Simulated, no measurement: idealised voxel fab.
Herein follows the process module entitled voxel ribs on slabs.
cross-section cut | 230 nm wide | cells 5 nm
For the purposes of this document, a cross-section shall be understood as a grid of square cells, specified as bands listed in top-to-bottom order, each band consisting of one or more rows of cells. It is stipulated that each band's entry specify, in nanometres, the height of the top of the band and then that of its bottom, followed by the materials of the band in left-to-right sequence, each together with its width in nanometres. A single material marked by the word "all across" is understood to fill the band from edge to edge; the word "blank" is understood to denote empty space. Heights are reckoned from 0. Under this level, the received wafer is all of one material. The bottommost band is open-ended downward, for example "0 down". With a width like "30->40", each row of cells in the band differs from the next by the same amount, the top row carrying the first number and the bottom row the second. No cell of the cross-section changed in a step that is given as "nothing different". Entry "Sealed-off cavities". Content: empty spaces with no open connection to the top, size 8 cells or greater. Each: width x height at distance. Distance: from left edge. Unit: nm. Note: text after step settings on the step line = simulator remark on that step. overlay nm, on a step with a mask: how far to the right of its planned place the mask lay; to the left if negative.

### Planned step list for the process
- 1: RECEIVE,material Si
- 2: DIRECTIONAL_DEP,material SiO2,thk nm 25
- 3: DIRECTIONAL_DEP,material polySi,thk nm 20
- 4: PATTERN,tone cover,mask id RIB,material resist,width nm 15,thk nm 15,overlay nm 0
- 5: DIRECTIONAL_ETCH,etch materials polySi,depth nm 15
- 6: STRIP,etch materials resist
- 7: DIRECTIONAL_DEP,material aC,thk nm 15
- 8: PATTERN,tone cover,mask id SLAB,material resist,width nm 65,thk nm 35,overlay nm 0
- 9: DIRECTIONAL_ETCH,etch materials aC,depth nm 15
- 10: STRIP,etch materials resist
- 11: DIRECTIONAL_ETCH,etch materials polySi,depth nm 5
- 12: STRIP,etch materials aC
- 13: FILL_DEP,material SiO2,thk nm 20
- 14: CMP,height nm 60
- 15: DIRECTIONAL_DEP,material TiN,thk nm 10
- 16: DIRECTIONAL_DEP,material aC,thk nm 15
- 17: PATTERN,tone cover,mask id HEATER,material resist,width nm 25,thk nm 30,overlay nm 0
- 18: DIRECTIONAL_ETCH,etch materials aC,depth nm 15
- 19: STRIP,etch materials resist
- 20: DIRECTIONAL_ETCH,etch materials TiN,depth nm 10
- 21: STRIP,etch materials aC
- 22: CONFORMAL_DEP,material SiO2,thk nm 10

### The cross-section here shows the wafer as received, i.e. in its state after step 1
	0 down = Si all across
	Sealed-off cavities: none

### As-planned run: cross-section of the first of two wafers at end of module
	80 to 70 = blank=90 | SiO2=45 | blank=95
	70 to 60 = SiO2=100 | TiN=25 | SiO2=105
	60 to 45 = SiO2 all across
	45 to 30 = SiO2=105 | polySi=15 | SiO2=110
	30 to 25 = SiO2=80 | polySi=65 | SiO2=85
	25 to 0 = SiO2 all across
	0 down = Si all across
	Sealed-off cavities: none

### Cross-section at end of module for the second wafer of two, which matched the first in starting point and plan and differed by one mistake in its processing
	70 to 60 = blank=100 | TiN=25 | blank=105
	60 to 45 = SiO2 all across
	45 to 30 = SiO2=105 | polySi=15 | SiO2=110
	30 to 25 = SiO2=80 | polySi=65 | SiO2=85
	25 to 0 = SiO2 all across
	0 down = Si all across
	Sealed-off cavities: none
Against the plan, the run slipped here: heads up, step 22 of the plan was skipped and never actually ran
End check, counted in cells, second wafer has more or fewer of these materials than the first: SiO2 -100
